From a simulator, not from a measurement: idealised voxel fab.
process module | voxel released beams
cross-section cut | 195 nm wide | cells 5 nm
A cross-section is a grid of square cells, given in bands from the top down. A band is one or more rows of cells.
Each band's line starts with the height of the band's top and of its bottom, in nm. Then come its materials from left to right, each with its width in nm. One material with "throughout" fills the band from edge to edge. "air" is empty space.
Height 0 is the level under which the wafer as received is all one material. The lowest band goes on downwards, as in "0 down".
A width such as "30 to 40" changes by the same amount from each row of cells to the next, from the band's top row to its bottom row.
"no change" after a step means that no cell of the cross-section changed.
closed voids: empty space of 8 cells or more with no open way to the top, each as width x height at its distance from the left edge, in nm
after a step's settings: what the simulator itself notes on the step
overlay nm, on a step with a mask: how far to the right of its planned place the mask lay; to the left if negative
plan
1 op RECEIVE | material Si
2 op CONFORMAL_DEP | material Al2O3 | thk nm 10
3 op DIRECTIONAL_DEP | material SiO2 | thk nm 15
4 op DIRECTIONAL_DEP | material aC | thk nm 10
5 op PATTERN | tone open | mask id ANCHOR | material resist | width nm 30 | thk nm 30 | overlay nm 0
6 op DIRECTIONAL_ETCH | etch materials aC | depth nm 10
7 op STRIP | etch materials resist
8 op DIRECTIONAL_ETCH | etch materials SiO2 | depth nm 15
9 op STRIP | etch materials aC
10 op CONFORMAL_DEP | material SiN | thk nm 15
11 op MASKED_ETCH | tone cover | mask id BEAM | width nm 85 | etch materials SiN | depth nm 15 | overlay nm 0
12 op STRIP | etch materials SiO2
varied across the wafers: width nm of step 5. The plan shows the first wafer's value. All wafers start alike
first wafer as received, after step 1
  0 down: Si throughout
  closed voids: none
each wafer at the end: cells of each material gained (+) or lost (-) since it was received, then its closed voids
width nm 30 | +78 Al2O3 | +69 SiN | closed voids: none
width nm 35 | +78 Al2O3 | +69 SiN | closed voids: none
width nm 40 | +78 Al2O3 | +69 SiN | closed voids: none
width nm 45 | +78 Al2O3 | +69 SiN | closed voids: none
width nm 50 | +78 Al2O3 | +69 SiN | closed voids: none
width nm 55 | +78 Al2O3 | +69 SiN | closed voids: none
